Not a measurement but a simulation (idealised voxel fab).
process module | voxel local oxidation
cross-section cut | 255 nm wide | cells 5 nm
A cross-section is a grid of square cells, given in bands from the top down. A band is one or more rows of cells.
Each band's line starts with the height of the band's top and of its bottom, in nm. Then come its materials from left to right, each with its width in nm. One material with "throughout" fills the band from edge to edge. "air" is empty space.
Height 0 is the level under which the wafer as received is all one material. The lowest band goes on downwards, as in "0 down".
A width such as "30 to 40" changes by the same amount from each row of cells to the next, from the band's top row to its bottom row.
"no change" after a step means that no cell of the cross-section changed.
closed voids: empty space of 8 cells or more with no open way to the top, each as width x height at its distance from the left edge, in nm
after a step's settings: what the simulator itself notes on the step
overlay nm, on a step with a mask: how far to the right of its planned place the mask lay; to the left if negative
plan
1 op RECEIVE | material Si
2 op CONFORMAL_DEP | material SiO2 | thk nm 5
3 op CONFORMAL_DEP | material SiN | thk nm 15
4 op PATTERN | tone cover | mask id ACTIVE | material resist | width nm 105 | thk nm 15 | overlay nm 0
5 op DIRECTIONAL_ETCH | etch materials SiN | depth nm 15
6 op STRIP | etch materials resist
7 op SELECTIVE_ETCH | etch materials SiO2 | depth nm 5
8 op OXIDIZE | depth nm 10
9 op STRIP | etch materials SiN
as received, after step 1
  0 down: Si throughout
  closed voids: none
first wafer at the end, as planned
  5 to 0: air 80 | SiO2 95 | air 80
  0 to -10: SiO2 90 | Si 75 | SiO2 90
  -10 down: Si throughout
  closed voids: none
second wafer at the end: like start, like plan, one mistake
  5 to 0: air 75 | SiO2 105 | air 75
  0 to -10: SiO2 85 | Si 85 | SiO2 85
  -10 down: Si throughout
  closed voids: none
what went wrong: step 4 ran as: op PATTERN | tone cover | mask id ACTIVE | material resist | width nm 115 | thk nm 15 | overlay nm 0
at the end the second wafer has, in cells: 4 more of Si | 2 fewer of SiO2
